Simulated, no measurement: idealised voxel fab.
The process module presented herein is designated voxel tone inversion.
It is cross-section cut that appears here, measuring 270 nm in width, its square cells being 5 nm in size.
Cross-section layout: square cells on a grid; listed as bands, top to bottom; a band spans one or more cell rows. Within each band entry, the heights of the top and of the bottom of the band appear first, in that order and in nm; the materials of the band then follow from left to right, each with its corresponding width in nm. The designation "all across" on a single material indicates that it fills the band from edge to edge; the designation "empty" indicates empty space. Zero point of the height axis is 0; under it, received wafer = one material. Lowest band: continues down indefinitely, "0 nm and below". Graded width ("30->40"): value in top row of band = first number; value in bottom row = second number; row-to-row change constant. It should be understood that the words "no alterations made", when stated for a given step, signify that the cross-section underwent no change in any of its cells during that step. Closed empty spaces (no open way to the top) of 8 cells or more are what "Closed-off voids" lists, each as width x height at distance from the left edge, nm for all three. Formally, on a step line, whatever follows the settings is a remark that the simulator itself makes on the step. If you see "overlay nm" on a step's line and that step has a mask, it's telling you how far right of where it was planned the mask ended up; a negative number means it went left instead.

THIS SECTION LISTS THE PROCESS STEPS THAT WERE PLANNED
1) RECEIVE, material Si
2) CONFORMAL_DEP, material SiCN, thk nm 5
3) DIRECTIONAL_DEP, material aC, thk nm 20
4) PATTERN, tone cover, mask id POSTS, material resist, width nm 20, pitch nm 50, thk nm 30, overlay nm 0
5) DIRECTIONAL_ETCH, etch materials aC, depth nm 20
6) STRIP, etch materials resist
7) FILL_DEP, material lowk, thk nm 5
8) CMP, height nm 25
9) STRIP, etch materials aC
10) CONFORMAL_DEP, material TiN, thk nm 5
11) FILL_DEP, material Ru, thk nm 5
12) CMP, height nm 25
13) CONFORMAL_DEP, material SiN, thk nm 5

FIRST WAFER OUT OF TWO, PROCESSED AS PLANNED

INCOMING WAFER IN CROSS-SECTION (STATE: AFTER STEP 1)
  0 nm and below  Si all across
  Closed-off voids: none

SECTIONAL VIEW: WAFER, AFTER STEP 2
  5 nm to 0 nm  SiCN all across
  No changes below 0.

SECTIONAL VIEW: WAFER, AFTER STEP 3
  25 nm to 5 nm  aC all across
  No changes below 5.

SECTIONAL VIEW: WAFER, AFTER STEP 4
  55 nm to 25 nm  empty 100 nm, resist 20 nm, empty 30 nm, resist 20 nm, empty 100 nm
  No changes below 25.

SECTIONAL VIEW: WAFER, AFTER STEP 5
  35 nm to 25 nm  empty 100 nm, resist 20 nm, empty 30 nm, resist 20 nm, empty 100 nm
  25 nm to 5 nm  empty 100 nm, aC 20 nm, empty 30 nm, aC 20 nm, empty 100 nm
  No changes below 5.

SECTIONAL VIEW: WAFER, AFTER STEP 6
  25 nm to 5 nm  empty 100 nm, aC 20 nm, empty 30 nm, aC 20 nm, empty 100 nm
  No changes below 5.

SECTIONAL VIEW: WAFER, AFTER STEP 7
  30 nm to 25 nm  lowk all across
  25 nm to 5 nm  lowk 100 nm, aC 20 nm, lowk 30 nm, aC 20 nm, lowk 100 nm
  No changes below 5.

SECTIONAL VIEW: WAFER, AFTER STEP 8
  25 nm to 5 nm  lowk 100 nm, aC 20 nm, lowk 30 nm, aC 20 nm, lowk 100 nm
  No changes below 5.

SECTIONAL VIEW: WAFER, AFTER STEP 9
  25 nm to 5 nm  lowk 100 nm, empty 20 nm, lowk 30 nm, empty 20 nm, lowk 100 nm
  No changes below 5.

SECTIONAL VIEW: WAFER, AFTER STEP 10
  30 nm to 25 nm  TiN 105 nm, empty 10 nm, TiN 40 nm, empty 10 nm, TiN 105 nm
  25 nm to 10 nm  lowk 100 nm, TiN 5 nm, empty 10 nm, TiN 5 nm, lowk 30 nm, TiN 5 nm, empty 10 nm, TiN 5 nm, lowk 100 nm
  10 nm to 5 nm  lowk 100 nm, TiN 20 nm, lowk 30 nm, TiN 20 nm, lowk 100 nm
  No changes below 5.

SECTIONAL VIEW: WAFER, AFTER STEP 11
  35 nm to 30 nm  Ru all across
  30 nm to 25 nm  TiN 105 nm, Ru 10 nm, TiN 40 nm, Ru 10 nm, TiN 105 nm
  25 nm to 10 nm  lowk 100 nm, TiN 5 nm, Ru 10 nm, TiN 5 nm, lowk 30 nm, TiN 5 nm, Ru 10 nm, TiN 5 nm, lowk 100 nm
  No changes below 10.

SECTIONAL VIEW: WAFER, AFTER STEP 12
  25 nm to 10 nm  lowk 100 nm, TiN 5 nm, Ru 10 nm, TiN 5 nm, lowk 30 nm, TiN 5 nm, Ru 10 nm, TiN 5 nm, lowk 100 nm
  No changes below 10.

SECTIONAL VIEW: WAFER, AFTER STEP 13
  30 nm to 25 nm  SiN all across
  No changes below 25.

REGARDING THE SECOND OF THE TWO WAFERS: IT SHARED THE FIRST WAFER'S STARTING CONDITION AND PROCESS PLAN, YET ONE ERROR OCCURRED DURING ITS EXECUTION. ITS HISTORY COINCIDES WITH THAT OF THE FIRST WAFER UP TO AND INCLUDING STEP 12

SECOND WAFER PROFILE IN SECTION, AT THE MOMENT STEP 13 OF THE PLAN WAS MEANT TO BE COMPLETE
  30 nm to 25 nm  aC all across
  No changes below 25.
Deviation from plan: in deviation from the planned setting, step 13 was conducted as CONFORMAL_DEP, material aC, thk nm 5
Count the cells at the end and the second wafer has more or fewer of some materials than the first: SiN -54, aC +54
